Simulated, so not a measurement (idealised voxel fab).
process module | voxel transistor to metal
cross-section cut | 165 nm wide | cells 5 nm
A cross-section is a grid of square cells, given in bands from the top down. A band is one or more rows of cells.
Each band's line starts with the height of the band's top and of its bottom, in nm. Then come its materials from left to right, each with its width in nm. One material with "throughout" fills the band from edge to edge. "air" is empty space.
Height 0 is the level under which the wafer as received is all one material. The lowest band goes on downwards, as in "0 down".
A width such as "30 to 40" changes by the same amount from each row of cells to the next, from the band's top row to its bottom row.
"no change" after a step means that no cell of the cross-section changed.
closed voids: empty space of 8 cells or more with no open way to the top, each as width x height at its distance from the left edge, in nm
after a step's settings: what the simulator itself notes on the step
overlay nm, on a step with a mask: how far to the right of its planned place the mask lay; to the left if negative
plan
1 op RECEIVE | material Si
2 op CONFORMAL_DEP | material SiO2 | thk nm 5
3 op CONFORMAL_DEP | material SiN | thk nm 10
4 op PATTERN | tone cover | mask id ACTIVE | material resist | width nm 115 | thk nm 20 | overlay nm 0
5 op DIRECTIONAL_ETCH | etch materials SiN | depth nm 10
6 op DIRECTIONAL_ETCH | etch materials SiO2 | depth nm 5
7 op DIRECTIONAL_ETCH | etch materials Si | depth nm 25
8 op STRIP | etch materials resist
9 op FILL_DEP | material SiO2 | thk nm 10
10 op CMP | height nm 15
11 op SELECTIVE_ETCH | etch materials SiO2 | depth nm 10
12 op STRIP | etch materials SiN
13 op SELECTIVE_ETCH | etch materials SiO2 | depth nm 5
14 op OXIDIZE | depth nm 5
15 op DIRECTIONAL_DEP | material polySi | thk nm 25
16 op DIRECTIONAL_DEP | material SiCN | thk nm 15
17 op MASKED_ETCH | tone cover | mask id GATE | width nm 25 | etch materials SiCN | depth nm 25 | overlay nm 0
18 op MASKED_ETCH | tone cover | mask id GATE | width nm 25 | etch materials polySi | depth nm 35 | overlay nm 0
19 op CONFORMAL_DEP | material SiN | thk nm 10
20 op DIRECTIONAL_ETCH | etch materials SiN | depth nm 10
21 op DIRECTIONAL_ETCH | etch materials SiO2 | depth nm 5
22 op DIRECTIONAL_ETCH | etch materials Si | depth nm 15
23 op EPI | material nSi | thk nm 20
24 op FILL_DEP | material SiO2 | thk nm 5
25 op CMP | height nm 25
26 op STRIP | etch materials polySi
27 op SELECTIVE_ETCH | etch materials SiO2 | depth nm 5
28 op CONFORMAL_DEP | material HfO2 | thk nm 5
29 op CONFORMAL_DEP | material TiN | thk nm 5
30 op FILL_DEP | material W | thk nm 5
31 op CMP | height nm 20
32 op DIRECTIONAL_DEP | material SiO2 | thk nm 10
33 op PATTERN | tone open | mask id CONTACT | material resist | width nm 20 | pitch nm 75 | thk nm 20 | overlay nm 0
34 op DIRECTIONAL_ETCH | etch materials SiO2 | depth nm 30
35 op STRIP | etch materials resist
36 op CONFORMAL_DEP | material TiN | thk nm 5
37 op FILL_DEP | material W | thk nm 5
38 op CMP | height nm 30
39 op CONFORMAL_DEP | material SiCN | thk nm 5
40 op DIRECTIONAL_DEP | material lowk | thk nm 20
41 op DIRECTIONAL_DEP | material aC | thk nm 15
42 op PATTERN | tone open | mask id METAL_1 | material resist | width nm 20 | pitch nm 75 | thk nm 30 | overlay nm 0
43 op DIRECTIONAL_ETCH | etch materials aC | depth nm 15
44 op STRIP | etch materials resist
45 op DIRECTIONAL_ETCH | etch materials lowk | depth nm 20
46 op DIRECTIONAL_ETCH | etch materials SiCN | depth nm 5
47 op STRIP | etch materials aC
48 op CONFORMAL_DEP | material TiN | thk nm 5
49 op FILL_DEP | material Cu | thk nm 5
50 op CMP | height nm 55
51 op EPI | material Ru | thk nm 5
52 op FILL_DEP | material SiCN | thk nm 5
53 op DIRECTIONAL_DEP | material lowk | thk nm 30
54 op MASKED_ETCH | tone open | mask id METAL_2 | width nm 20 | pitch nm 75 | etch materials lowk | depth nm 15 | overlay nm 0
55 op MASKED_ETCH | tone open | mask id METAL_2_HOLES | width nm 15 | pitch nm 75 | etch materials lowk | depth nm 15 | overlay nm 0
56 op MASKED_ETCH | tone open | mask id METAL_2_HOLES | width nm 15 | pitch nm 75 | etch materials SiCN | depth nm 5 | overlay nm 0
57 op CONFORMAL_DEP | material TiN | thk nm 5
58 op FILL_DEP | material Cu | thk nm 5
59 op CMP | height nm 95
60 op CONFORMAL_DEP | material SiCN | thk nm 5
first wafer, as planned
as received, after step 1
  0 down: Si throughout
  closed voids: none
after step 2
  5 to 0: SiO2 throughout
  below 0: unchanged
after step 3
  15 to 5: SiN throughout
  below 5: unchanged
after step 4
  35 to 15: air 25 | resist 115 | air 25
  below 15: unchanged
after step 5
  35 to 15: air 25 | resist 115 | air 25
  15 to 5: air 25 | SiN 115 | air 25
  below 5: unchanged
after step 6
  35 to 15: air 25 | resist 115 | air 25
  15 to 5: air 25 | SiN 115 | air 25
  5 to 0: air 25 | SiO2 115 | air 25
  below 0: unchanged
after step 7
  35 to 15: air 25 | resist 115 | air 25
  15 to 5: air 25 | SiN 115 | air 25
  5 to 0: air 25 | SiO2 115 | air 25
  0 to -25: air 25 | Si 115 | air 25
  below -25: unchanged
after step 8
  15 to 5: air 25 | SiN 115 | air 25
  below 5: unchanged
after step 9
  25 to 15: SiO2 throughout
  15 to 5: SiO2 25 | SiN 115 | SiO2 25
  5 to 0: SiO2 throughout
  0 to -25: SiO2 25 | Si 115 | SiO2 25
  below -25: unchanged
after step 10
  15 to 5: SiO2 25 | SiN 115 | SiO2 25
  below 5: unchanged
after step 11
  15 to 5: air 25 | SiN 115 | air 25
  below 5: unchanged
after step 12
  5 to 0: SiO2 throughout
  below 0: unchanged
after step 13
  0 to -25: SiO2 25 | Si 115 | SiO2 25
  below -25: unchanged
after step 14
  0 to -5: SiO2 throughout
  below -5: unchanged
after step 15
  25 to 0: polySi throughout
  below 0: unchanged
after step 16
  40 to 25: SiCN throughout
  below 25: unchanged
after step 17
  40 to 25: air 70 | SiCN 25 | air 70
  below 25: unchanged
after step 18
  40 to 25: air 70 | SiCN 25 | air 70
  25 to 0: air 70 | polySi 25 | air 70
  below 0: unchanged
after step 19
  50 to 40: air 60 | SiN 45 | air 60
  40 to 25: air 60 | SiN 10 | SiCN 25 | SiN 10 | air 60
  25 to 10: air 60 | SiN 10 | polySi 25 | SiN 10 | air 60
  10 to 0: SiN 70 | polySi 25 | SiN 70
  below 0: unchanged
after step 20
  40 to 25: air 60 | SiN 10 | SiCN 25 | SiN 10 | air 60
  25 to 0: air 60 | SiN 10 | polySi 25 | SiN 10 | air 60
  below 0: unchanged
after step 21
  40 to 25: air 60 | SiN 10 | SiCN 25 | SiN 10 | air 60
  25 to 0: air 60 | SiN 10 | polySi 25 | SiN 10 | air 60
  0 to -5: air 60 | SiO2 45 | air 60
  below -5: unchanged
after step 22
  40 to 25: air 60 | SiN 10 | SiCN 25 | SiN 10 | air 60
  25 to 0: air 60 | SiN 10 | polySi 25 | SiN 10 | air 60
  0 to -5: air 60 | SiO2 45 | air 60
  -5 to -20: SiO2 25 | air 35 | Si 45 | air 35 | SiO2 25
  below -20: unchanged
after step 23
  40 to 25: air 60 | SiN 10 | SiCN 25 | SiN 10 | air 60
  25 to 15: air 60 | SiN 10 | polySi 25 | SiN 10 | air 60
  15 to 0: air 40 | nSi 20 | SiN 10 | polySi 25 | SiN 10 | nSi 20 | air 40
  0 to -5: air 20 | nSi 40 | SiO2 45 | nSi 40 | air 20
  -5 to -20: SiO2 25 | nSi 35 | Si 45 | nSi 35 | SiO2 25
  below -20: unchanged
after step 24
  45 to 40: SiO2 throughout
  40 to 25: SiO2 60 | SiN 10 | SiCN 25 | SiN 10 | SiO2 60
  25 to 15: SiO2 60 | SiN 10 | polySi 25 | SiN 10 | SiO2 60
  15 to 0: SiO2 40 | nSi 20 | SiN 10 | polySi 25 | SiN 10 | nSi 20 | SiO2 40
  0 to -5: SiO2 20 | nSi 40 | SiO2 45 | nSi 40 | SiO2 20
  below -5: unchanged
after step 25
  25 to 15: SiO2 60 | SiN 10 | polySi 25 | SiN 10 | SiO2 60
  below 15: unchanged
after step 26
  25 to 15: SiO2 60 | SiN 10 | air 25 | SiN 10 | SiO2 60
  15 to 0: SiO2 40 | nSi 20 | SiN 10 | air 25 | SiN 10 | nSi 20 | SiO2 40
  below 0: unchanged
after step 27
  25 to 20: air 60 | SiN 10 | air 25 | SiN 10 | air 60
  20 to 15: SiO2 60 | SiN 10 | air 25 | SiN 10 | SiO2 60
  15 to 0: SiO2 40 | nSi 20 | SiN 10 | air 25 | SiN 10 | nSi 20 | SiO2 40
  0 to -5: SiO2 20 | nSi 40 | SiO2 5 | air 35 | SiO2 5 | nSi 40 | SiO2 20
  below -5: unchanged
after step 28
  30 to 25: air 55 | HfO2 20 | air 15 | HfO2 20 | air 55
  25 to 20: HfO2 60 | SiN 10 | HfO2 5 | air 15 | HfO2 5 | SiN 10 | HfO2 60
  20 to 15: SiO2 60 | SiN 10 | HfO2 5 | air 15 | HfO2 5 | SiN 10 | SiO2 60
  15 to 0: SiO2 40 | nSi 20 | SiN 10 | HfO2 5 | air 15 | HfO2 5 | SiN 10 | nSi 20 | SiO2 40
  0 to -5: SiO2 20 | nSi 40 | SiO2 5 | HfO2 35 | SiO2 5 | nSi 40 | SiO2 20
  below -5: unchanged
after step 29
  35 to 30: air 50 | TiN 30 | air 5 | TiN 30 | air 50
  30 to 25: TiN 55 | HfO2 20 | TiN 5 | air 5 | TiN 5 | HfO2 20 | TiN 55
  25 to 20: HfO2 60 | SiN 10 | HfO2 5 | TiN 5 | air 5 | TiN 5 | HfO2 5 | SiN 10 | HfO2 60
  20 to 15: SiO2 60 | SiN 10 | HfO2 5 | TiN 5 | air 5 | TiN 5 | HfO2 5 | SiN 10 | SiO2 60
  15 to 5: SiO2 40 | nSi 20 | SiN 10 | HfO2 5 | TiN 5 | air 5 | TiN 5 | HfO2 5 | SiN 10 | nSi 20 | SiO2 40
  5 to 0: SiO2 40 | nSi 20 | SiN 10 | HfO2 5 | TiN 15 | HfO2 5 | SiN 10 | nSi 20 | SiO2 40
  below 0: unchanged
after step 30
  40 to 35: W throughout
  35 to 30: W 50 | TiN 30 | W 5 | TiN 30 | W 50
  30 to 25: TiN 55 | HfO2 20 | TiN 5 | W 5 | TiN 5 | HfO2 20 | TiN 55
  25 to 20: HfO2 60 | SiN 10 | HfO2 5 | TiN 5 | W 5 | TiN 5 | HfO2 5 | SiN 10 | HfO2 60
  20 to 15: SiO2 60 | SiN 10 | HfO2 5 | TiN 5 | W 5 | TiN 5 | HfO2 5 | SiN 10 | SiO2 60
  15 to 5: SiO2 40 | nSi 20 | SiN 10 | HfO2 5 | TiN 5 | W 5 | TiN 5 | HfO2 5 | SiN 10 | nSi 20 | SiO2 40
  below 5: unchanged
after step 31
  20 to 15: SiO2 60 | SiN 10 | HfO2 5 | TiN 5 | W 5 | TiN 5 | HfO2 5 | SiN 10 | SiO2 60
  below 15: unchanged
after step 32
  30 to 20: SiO2 throughout
  below 20: unchanged
after step 33
  50 to 30: resist 35 | air 20 | resist 55 | air 20 | resist 35
  below 30: unchanged
after step 34
  50 to 30: resist 35 | air 20 | resist 55 | air 20 | resist 35
  30 to 20: SiO2 35 | air 20 | SiO2 55 | air 20 | SiO2 35
  20 to 15: SiO2 35 | air 20 | SiO2 5 | SiN 10 | HfO2 5 | TiN 5 | W 5 | TiN 5 | HfO2 5 | SiN 10 | SiO2 5 | air 20 | SiO2 35
  15 to 5: SiO2 35 | air 5 | nSi 20 | SiN 10 | HfO2 5 | TiN 5 | W 5 | TiN 5 | HfO2 5 | SiN 10 | nSi 20 | air 5 | SiO2 35
  5 to 0: SiO2 35 | air 5 | nSi 20 | SiN 10 | HfO2 5 | TiN 15 | HfO2 5 | SiN 10 | nSi 20 | air 5 | SiO2 35
  below 0: unchanged
after step 35
  30 to 20: SiO2 35 | air 20 | SiO2 55 | air 20 | SiO2 35
  below 20: unchanged
after step 36
  35 to 30: TiN 40 | air 10 | TiN 65 | air 10 | TiN 40
  30 to 20: SiO2 35 | TiN 5 | air 10 | TiN 5 | SiO2 55 | TiN 5 | air 10 | TiN 5 | SiO2 35
  20 to 15: SiO2 35 | TiN 20 | SiO2 5 | SiN 10 | HfO2 5 | TiN 5 | W 5 | TiN 5 | HfO2 5 | SiN 10 | SiO2 5 | TiN 20 | SiO2 35
  15 to 5: SiO2 35 | TiN 5 | nSi 20 | SiN 10 | HfO2 5 | TiN 5 | W 5 | TiN 5 | HfO2 5 | SiN 10 | nSi 20 | TiN 5 | SiO2 35
  5 to 0: SiO2 35 | TiN 5 | nSi 20 | SiN 10 | HfO2 5 | TiN 15 | HfO2 5 | SiN 10 | nSi 20 | TiN 5 | SiO2 35
  below 0: unchanged
after step 37
  40 to 35: W throughout
  35 to 30: TiN 40 | W 10 | TiN 65 | W 10 | TiN 40
  30 to 20: SiO2 35 | TiN 5 | W 10 | TiN 5 | SiO2 55 | TiN 5 | W 10 | TiN 5 | SiO2 35
  below 20: unchanged
after step 38
  30 to 20: SiO2 35 | TiN 5 | W 10 | TiN 5 | SiO2 55 | TiN 5 | W 10 | TiN 5 | SiO2 35
  below 20: unchanged
after step 39
  35 to 30: SiCN throughout
  below 30: unchanged
after step 40
  55 to 35: lowk throughout
  below 35: unchanged
after step 41
  70 to 55: aC throughout
  below 55: unchanged
after step 42
  100 to 70: resist 35 | air 20 | resist 55 | air 20 | resist 35
  below 70: unchanged
after step 43
  85 to 70: resist 35 | air 20 | resist 55 | air 20 | resist 35
  70 to 55: aC 35 | air 20 | aC 55 | air 20 | aC 35
  below 55: unchanged
after step 44
  70 to 55: aC 35 | air 20 | aC 55 | air 20 | aC 35
  below 55: unchanged
after step 45
  70 to 55: aC 35 | air 20 | aC 55 | air 20 | aC 35
  55 to 35: lowk 35 | air 20 | lowk 55 | air 20 | lowk 35
  below 35: unchanged
after step 46
  70 to 55: aC 35 | air 20 | aC 55 | air 20 | aC 35
  55 to 35: lowk 35 | air 20 | lowk 55 | air 20 | lowk 35
  35 to 30: SiCN 35 | air 20 | SiCN 55 | air 20 | SiCN 35
  below 30: unchanged
after step 47
  55 to 35: lowk 35 | air 20 | lowk 55 | air 20 | lowk 35
  below 35: unchanged
after step 48
  60 to 55: TiN 40 | air 10 | TiN 65 | air 10 | TiN 40
  55 to 35: lowk 35 | TiN 5 | air 10 | TiN 5 | lowk 55 | TiN 5 | air 10 | TiN 5 | lowk 35
  35 to 30: SiCN 35 | TiN 20 | SiCN 55 | TiN 20 | SiCN 35
  below 30: unchanged
after step 49
  65 to 60: Cu throughout
  60 to 55: TiN 40 | Cu 10 | TiN 65 | Cu 10 | TiN 40
  55 to 35: lowk 35 | TiN 5 | Cu 10 | TiN 5 | lowk 55 | TiN 5 | Cu 10 | TiN 5 | lowk 35
  below 35: unchanged
after step 50
  55 to 35: lowk 35 | TiN 5 | Cu 10 | TiN 5 | lowk 55 | TiN 5 | Cu 10 | TiN 5 | lowk 35
  below 35: unchanged
after step 51
  60 to 55: air 30 | Ru 30 | air 45 | Ru 30 | air 30
  below 55: unchanged
after step 52
  65 to 60: SiCN throughout
  60 to 55: SiCN 30 | Ru 30 | SiCN 45 | Ru 30 | SiCN 30
  below 55: unchanged
after step 53
  95 to 65: lowk throughout
  below 65: unchanged
after step 54
  95 to 80: lowk 35 | air 20 | lowk 55 | air 20 | lowk 35
  below 80: unchanged
after step 55
  95 to 80: lowk 35 | air 20 | lowk 55 | air 20 | lowk 35
  80 to 65: lowk 35 | air 15 | lowk 60 | air 15 | lowk 40
  below 65: unchanged
after step 56
  95 to 80: lowk 35 | air 20 | lowk 55 | air 20 | lowk 35
  80 to 65: lowk 35 | air 15 | lowk 60 | air 15 | lowk 40
  65 to 60: SiCN 35 | air 15 | SiCN 60 | air 15 | SiCN 40
  below 60: unchanged
after step 57
  100 to 95: TiN 40 | air 10 | TiN 65 | air 10 | TiN 40
  95 to 85: lowk 35 | TiN 5 | air 10 | TiN 5 | lowk 55 | TiN 5 | air 10 | TiN 5 | lowk 35
  85 to 80: lowk 35 | TiN 5 | air 5 | TiN 10 | lowk 55 | TiN 5 | air 5 | TiN 10 | lowk 35
  80 to 65: lowk 35 | TiN 5 | air 5 | TiN 5 | lowk 60 | TiN 5 | air 5 | TiN 5 | lowk 40
  65 to 60: SiCN 35 | TiN 15 | SiCN 60 | TiN 15 | SiCN 40
  below 60: unchanged
after step 58
  105 to 100: Cu throughout
  100 to 95: TiN 40 | Cu 10 | TiN 65 | Cu 10 | TiN 40
  95 to 85: lowk 35 | TiN 5 | Cu 10 | TiN 5 | lowk 55 | TiN 5 | Cu 10 | TiN 5 | lowk 35
  85 to 80: lowk 35 | TiN 5 | Cu 5 | TiN 10 | lowk 55 | TiN 5 | Cu 5 | TiN 10 | lowk 35
  80 to 65: lowk 35 | TiN 5 | Cu 5 | TiN 5 | lowk 60 | TiN 5 | Cu 5 | TiN 5 | lowk 40
  below 65: unchanged
after step 59
  95 to 85: lowk 35 | TiN 5 | Cu 10 | TiN 5 | lowk 55 | TiN 5 | Cu 10 | TiN 5 | lowk 35
  below 85: unchanged
after step 60
  100 to 95: SiCN throughout
  below 95: unchanged
second wafer: like start, like plan, one mistake. Through step 6 it matches the first wafer
when step 7 should have ended
  35 to 15: air 25 | resist 115 | air 25
  15 to 5: air 25 | SiN 115 | air 25
  5 to 0: air 25 | SiO2 115 | air 25
  0 to -35: air 25 | Si 115 | air 25
  below -35: unchanged
when step 8 should have ended
  15 to 5: air 25 | SiN 115 | air 25
  below 5: unchanged
when step 9 should have ended
  25 to 15: SiO2 throughout
  15 to 5: SiO2 25 | SiN 115 | SiO2 25
  5 to 0: SiO2 throughout
  0 to -35: SiO2 25 | Si 115 | SiO2 25
  below -35: unchanged
when step 10 should have ended
  15 to 5: SiO2 25 | SiN 115 | SiO2 25
  below 5: unchanged
when step 11 should have ended
  15 to 5: air 25 | SiN 115 | air 25
  below 5: unchanged
when step 12 should have ended
  5 to 0: SiO2 throughout
  below 0: unchanged
when step 13 should have ended
  0 to -35: SiO2 25 | Si 115 | SiO2 25
  below -35: unchanged
when step 14 should have ended
  0 to -5: SiO2 throughout
  below -5: unchanged
when step 15 should have ended
  25 to 0: polySi throughout
  below 0: unchanged
when step 16 should have ended
  40 to 25: SiCN throughout
  below 25: unchanged
when step 17 should have ended
  40 to 25: air 70 | SiCN 25 | air 70
  below 25: unchanged
when step 18 should have ended
  40 to 25: air 70 | SiCN 25 | air 70
  25 to 0: air 70 | polySi 25 | air 70
  below 0: unchanged
when step 19 should have ended
  50 to 40: air 60 | SiN 45 | air 60
  40 to 25: air 60 | SiN 10 | SiCN 25 | SiN 10 | air 60
  25 to 10: air 60 | SiN 10 | polySi 25 | SiN 10 | air 60
  10 to 0: SiN 70 | polySi 25 | SiN 70
  below 0: unchanged
when step 20 should have ended
  40 to 25: air 60 | SiN 10 | SiCN 25 | SiN 10 | air 60
  25 to 0: air 60 | SiN 10 | polySi 25 | SiN 10 | air 60
  below 0: unchanged
when step 21 should have ended
  40 to 25: air 60 | SiN 10 | SiCN 25 | SiN 10 | air 60
  25 to 0: air 60 | SiN 10 | polySi 25 | SiN 10 | air 60
  0 to -5: air 60 | SiO2 45 | air 60
  below -5: unchanged
when step 22 should have ended
  40 to 25: air 60 | SiN 10 | SiCN 25 | SiN 10 | air 60
  25 to 0: air 60 | SiN 10 | polySi 25 | SiN 10 | air 60
  0 to -5: air 60 | SiO2 45 | air 60
  -5 to -20: SiO2 25 | air 35 | Si 45 | air 35 | SiO2 25
  below -20: unchanged
when step 23 should have ended
  40 to 25: air 60 | SiN 10 | SiCN 25 | SiN 10 | air 60
  25 to 15: air 60 | SiN 10 | polySi 25 | SiN 10 | air 60
  15 to 0: air 40 | nSi 20 | SiN 10 | polySi 25 | SiN 10 | nSi 20 | air 40
  0 to -5: air 20 | nSi 40 | SiO2 45 | nSi 40 | air 20
  -5 to -20: SiO2 25 | nSi 35 | Si 45 | nSi 35 | SiO2 25
  below -20: unchanged
when step 24 should have ended
  45 to 40: SiO2 throughout
  40 to 25: SiO2 60 | SiN 10 | SiCN 25 | SiN 10 | SiO2 60
  25 to 15: SiO2 60 | SiN 10 | polySi 25 | SiN 10 | SiO2 60
  15 to 0: SiO2 40 | nSi 20 | SiN 10 | polySi 25 | SiN 10 | nSi 20 | SiO2 40
  0 to -5: SiO2 20 | nSi 40 | SiO2 45 | nSi 40 | SiO2 20
  below -5: unchanged
when step 25 should have ended
  25 to 15: SiO2 60 | SiN 10 | polySi 25 | SiN 10 | SiO2 60
  below 15: unchanged
when step 26 should have ended
  25 to 15: SiO2 60 | SiN 10 | air 25 | SiN 10 | SiO2 60
  15 to 0: SiO2 40 | nSi 20 | SiN 10 | air 25 | SiN 10 | nSi 20 | SiO2 40
  below 0: unchanged
when step 27 should have ended
  25 to 20: air 60 | SiN 10 | air 25 | SiN 10 | air 60
  20 to 15: SiO2 60 | SiN 10 | air 25 | SiN 10 | SiO2 60
  15 to 0: SiO2 40 | nSi 20 | SiN 10 | air 25 | SiN 10 | nSi 20 | SiO2 40
  0 to -5: SiO2 20 | nSi 40 | SiO2 5 | air 35 | SiO2 5 | nSi 40 | SiO2 20
  below -5: unchanged
when step 28 should have ended
  30 to 25: air 55 | HfO2 20 | air 15 | HfO2 20 | air 55
  25 to 20: HfO2 60 | SiN 10 | HfO2 5 | air 15 | HfO2 5 | SiN 10 | HfO2 60
  20 to 15: SiO2 60 | SiN 10 | HfO2 5 | air 15 | HfO2 5 | SiN 10 | SiO2 60
  15 to 0: SiO2 40 | nSi 20 | SiN 10 | HfO2 5 | air 15 | HfO2 5 | SiN 10 | nSi 20 | SiO2 40
  0 to -5: SiO2 20 | nSi 40 | SiO2 5 | HfO2 35 | SiO2 5 | nSi 40 | SiO2 20
  below -5: unchanged
when step 29 should have ended
  35 to 30: air 50 | TiN 30 | air 5 | TiN 30 | air 50
  30 to 25: TiN 55 | HfO2 20 | TiN 5 | air 5 | TiN 5 | HfO2 20 | TiN 55
  25 to 20: HfO2 60 | SiN 10 | HfO2 5 | TiN 5 | air 5 | TiN 5 | HfO2 5 | SiN 10 | HfO2 60
  20 to 15: SiO2 60 | SiN 10 | HfO2 5 | TiN 5 | air 5 | TiN 5 | HfO2 5 | SiN 10 | SiO2 60
  15 to 5: SiO2 40 | nSi 20 | SiN 10 | HfO2 5 | TiN 5 | air 5 | TiN 5 | HfO2 5 | SiN 10 | nSi 20 | SiO2 40
  5 to 0: SiO2 40 | nSi 20 | SiN 10 | HfO2 5 | TiN 15 | HfO2 5 | SiN 10 | nSi 20 | SiO2 40
  below 0: unchanged
when step 30 should have ended
  40 to 35: W throughout
  35 to 30: W 50 | TiN 30 | W 5 | TiN 30 | W 50
  30 to 25: TiN 55 | HfO2 20 | TiN 5 | W 5 | TiN 5 | HfO2 20 | TiN 55
  25 to 20: HfO2 60 | SiN 10 | HfO2 5 | TiN 5 | W 5 | TiN 5 | HfO2 5 | SiN 10 | HfO2 60
  20 to 15: SiO2 60 | SiN 10 | HfO2 5 | TiN 5 | W 5 | TiN 5 | HfO2 5 | SiN 10 | SiO2 60
  15 to 5: SiO2 40 | nSi 20 | SiN 10 | HfO2 5 | TiN 5 | W 5 | TiN 5 | HfO2 5 | SiN 10 | nSi 20 | SiO2 40
  below 5: unchanged
when step 31 should have ended
  20 to 15: SiO2 60 | SiN 10 | HfO2 5 | TiN 5 | W 5 | TiN 5 | HfO2 5 | SiN 10 | SiO2 60
  below 15: unchanged
when step 32 should have ended
  30 to 20: SiO2 throughout
  below 20: unchanged
when step 33 should have ended
  50 to 30: resist 35 | air 20 | resist 55 | air 20 | resist 35
  below 30: unchanged
when step 34 should have ended
  50 to 30: resist 35 | air 20 | resist 55 | air 20 | resist 35
  30 to 20: SiO2 35 | air 20 | SiO2 55 | air 20 | SiO2 35
  20 to 15: SiO2 35 | air 20 | SiO2 5 | SiN 10 | HfO2 5 | TiN 5 | W 5 | TiN 5 | HfO2 5 | SiN 10 | SiO2 5 | air 20 | SiO2 35
  15 to 5: SiO2 35 | air 5 | nSi 20 | SiN 10 | HfO2 5 | TiN 5 | W 5 | TiN 5 | HfO2 5 | SiN 10 | nSi 20 | air 5 | SiO2 35
  5 to 0: SiO2 35 | air 5 | nSi 20 | SiN 10 | HfO2 5 | TiN 15 | HfO2 5 | SiN 10 | nSi 20 | air 5 | SiO2 35
  below 0: unchanged
when step 35 should have ended
  30 to 20: SiO2 35 | air 20 | SiO2 55 | air 20 | SiO2 35
  below 20: unchanged
when step 36 should have ended
  35 to 30: TiN 40 | air 10 | TiN 65 | air 10 | TiN 40
  30 to 20: SiO2 35 | TiN 5 | air 10 | TiN 5 | SiO2 55 | TiN 5 | air 10 | TiN 5 | SiO2 35
  20 to 15: SiO2 35 | TiN 20 | SiO2 5 | SiN 10 | HfO2 5 | TiN 5 | W 5 | TiN 5 | HfO2 5 | SiN 10 | SiO2 5 | TiN 20 | SiO2 35
  15 to 5: SiO2 35 | TiN 5 | nSi 20 | SiN 10 | HfO2 5 | TiN 5 | W 5 | TiN 5 | HfO2 5 | SiN 10 | nSi 20 | TiN 5 | SiO2 35
  5 to 0: SiO2 35 | TiN 5 | nSi 20 | SiN 10 | HfO2 5 | TiN 15 | HfO2 5 | SiN 10 | nSi 20 | TiN 5 | SiO2 35
  below 0: unchanged
when step 37 should have ended
  40 to 35: W throughout
  35 to 30: TiN 40 | W 10 | TiN 65 | W 10 | TiN 40
  30 to 20: SiO2 35 | TiN 5 | W 10 | TiN 5 | SiO2 55 | TiN 5 | W 10 | TiN 5 | SiO2 35
  below 20: unchanged
when step 38 should have ended
  30 to 20: SiO2 35 | TiN 5 | W 10 | TiN 5 | SiO2 55 | TiN 5 | W 10 | TiN 5 | SiO2 35
  below 20: unchanged
when step 39 should have ended
  35 to 30: SiCN throughout
  below 30: unchanged
when step 40 should have ended
  55 to 35: lowk throughout
  below 35: unchanged
when step 41 should have ended
  70 to 55: aC throughout
  below 55: unchanged
when step 42 should have ended
  100 to 70: resist 35 | air 20 | resist 55 | air 20 | resist 35
  below 70: unchanged
when step 43 should have ended
  85 to 70: resist 35 | air 20 | resist 55 | air 20 | resist 35
  70 to 55: aC 35 | air 20 | aC 55 | air 20 | aC 35
  below 55: unchanged
when step 44 should have ended
  70 to 55: aC 35 | air 20 | aC 55 | air 20 | aC 35
  below 55: unchanged
when step 45 should have ended
  70 to 55: aC 35 | air 20 | aC 55 | air 20 | aC 35
  55 to 35: lowk 35 | air 20 | lowk 55 | air 20 | lowk 35
  below 35: unchanged
when step 46 should have ended
  70 to 55: aC 35 | air 20 | aC 55 | air 20 | aC 35
  55 to 35: lowk 35 | air 20 | lowk 55 | air 20 | lowk 35
  35 to 30: SiCN 35 | air 20 | SiCN 55 | air 20 | SiCN 35
  below 30: unchanged
when step 47 should have ended
  55 to 35: lowk 35 | air 20 | lowk 55 | air 20 | lowk 35
  below 35: unchanged
when step 48 should have ended
  60 to 55: TiN 40 | air 10 | TiN 65 | air 10 | TiN 40
  55 to 35: lowk 35 | TiN 5 | air 10 | TiN 5 | lowk 55 | TiN 5 | air 10 | TiN 5 | lowk 35
  35 to 30: SiCN 35 | TiN 20 | SiCN 55 | TiN 20 | SiCN 35
  below 30: unchanged
when step 49 should have ended
  65 to 60: Cu throughout
  60 to 55: TiN 40 | Cu 10 | TiN 65 | Cu 10 | TiN 40
  55 to 35: lowk 35 | TiN 5 | Cu 10 | TiN 5 | lowk 55 | TiN 5 | Cu 10 | TiN 5 | lowk 35
  below 35: unchanged
when step 50 should have ended
  55 to 35: lowk 35 | TiN 5 | Cu 10 | TiN 5 | lowk 55 | TiN 5 | Cu 10 | TiN 5 | lowk 35
  below 35: unchanged
when step 51 should have ended
  60 to 55: air 30 | Ru 30 | air 45 | Ru 30 | air 30
  below 55: unchanged
when step 52 should have ended
  65 to 60: SiCN throughout
  60 to 55: SiCN 30 | Ru 30 | SiCN 45 | Ru 30 | SiCN 30
  below 55: unchanged
when step 53 should have ended
  95 to 65: lowk throughout
  below 65: unchanged
when step 54 should have ended
  95 to 80: lowk 35 | air 20 | lowk 55 | air 20 | lowk 35
  below 80: unchanged
when step 55 should have ended
  95 to 80: lowk 35 | air 20 | lowk 55 | air 20 | lowk 35
  80 to 65: lowk 35 | air 15 | lowk 60 | air 15 | lowk 40
  below 65: unchanged
when step 56 should have ended
  95 to 80: lowk 35 | air 20 | lowk 55 | air 20 | lowk 35
  80 to 65: lowk 35 | air 15 | lowk 60 | air 15 | lowk 40
  65 to 60: SiCN 35 | air 15 | SiCN 60 | air 15 | SiCN 40
  below 60: unchanged
when step 57 should have ended
  100 to 95: TiN 40 | air 10 | TiN 65 | air 10 | TiN 40
  95 to 85: lowk 35 | TiN 5 | air 10 | TiN 5 | lowk 55 | TiN 5 | air 10 | TiN 5 | lowk 35
  85 to 80: lowk 35 | TiN 5 | air 5 | TiN 10 | lowk 55 | TiN 5 | air 5 | TiN 10 | lowk 35
  80 to 65: lowk 35 | TiN 5 | air 5 | TiN 5 | lowk 60 | TiN 5 | air 5 | TiN 5 | lowk 40
  65 to 60: SiCN 35 | TiN 15 | SiCN 60 | TiN 15 | SiCN 40
  below 60: unchanged
when step 58 should have ended
  105 to 100: Cu throughout
  100 to 95: TiN 40 | Cu 10 | TiN 65 | Cu 10 | TiN 40
  95 to 85: lowk 35 | TiN 5 | Cu 10 | TiN 5 | lowk 55 | TiN 5 | Cu 10 | TiN 5 | lowk 35
  85 to 80: lowk 35 | TiN 5 | Cu 5 | TiN 10 | lowk 55 | TiN 5 | Cu 5 | TiN 10 | lowk 35
  80 to 65: lowk 35 | TiN 5 | Cu 5 | TiN 5 | lowk 60 | TiN 5 | Cu 5 | TiN 5 | lowk 40
  below 65: unchanged
when step 59 should have ended
  95 to 85: lowk 35 | TiN 5 | Cu 10 | TiN 5 | lowk 55 | TiN 5 | Cu 10 | TiN 5 | lowk 35
  below 85: unchanged
when step 60 should have ended
  100 to 95: SiCN throughout
  below 95: unchanged
what went wrong: step 7 ran as: op DIRECTIONAL_ETCH | etch materials Si | depth nm 35
at the end the second wafer has, in cells: 20 fewer of Si | 20 more of SiO2
